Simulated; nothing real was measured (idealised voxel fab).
process module | voxel released beams
cross-section cut | 185 nm wide | cells 5 nm
A cross-section is a grid of square cells, given in bands from the top down. A band is one or more rows of cells.
Each band's line starts with the height of the band's top and of its bottom, in nm. Then come its materials from left to right, each with its width in nm. One material with "throughout" fills the band from edge to edge. "air" is empty space.
Height 0 is the level under which the wafer as received is all one material. The lowest band goes on downwards, as in "0 down".
A width such as "30 to 40" changes by the same amount from each row of cells to the next, from the band's top row to its bottom row.
"no change" after a step means that no cell of the cross-section changed.
closed voids: empty space of 8 cells or more with no open way to the top, each as width x height at its distance from the left edge, in nm
after a step's settings: what the simulator itself notes on the step
overlay nm, on a step with a mask: how far to the right of its planned place the mask lay; to the left if negative
plan
1 op RECEIVE | material Si
2 op CONFORMAL_DEP | material SiN | thk nm 5
3 op DIRECTIONAL_DEP | material SiO2 | thk nm 10
4 op DIRECTIONAL_DEP | material aC | thk nm 10
5 op PATTERN | tone open | mask id ANCHOR | material resist | width nm 30 | thk nm 30 | overlay nm 0
6 op DIRECTIONAL_ETCH | etch materials aC | depth nm 10
7 op STRIP | etch materials resist
8 op DIRECTIONAL_ETCH | etch materials SiO2 | depth nm 5
9 op STRIP | etch materials aC
10 op CONFORMAL_DEP | material polySi | thk nm 10
11 op DIRECTIONAL_DEP | material aC | thk nm 15
12 op PATTERN | tone cover | mask id BEAM | material resist | width nm 80 | thk nm 35 | overlay nm 0
13 op DIRECTIONAL_ETCH | etch materials aC | depth nm 15
14 op STRIP | etch materials resist
15 op DIRECTIONAL_ETCH | etch materials polySi | depth nm 10
16 op STRIP | etch materials aC
17 op STRIP | etch materials SiO2
varied across the wafers: depth nm of step 8. The plan shows the first wafer's value. All wafers start alike
first wafer as received, after step 1
  0 down: Si throughout
  closed voids: none
each wafer at the end: cells of each material gained (+) or lost (-) since it was received, then its closed voids
depth nm 5 | +37 SiN | closed voids: none
depth nm 10 | +37 SiN | +40 polySi | closed voids: none
depth nm 15 | +37 SiN | +40 polySi | closed voids: none
depth nm 20 | +37 SiN | +40 polySi | closed voids: none
depth nm 25 | +37 SiN | +40 polySi | closed voids: none
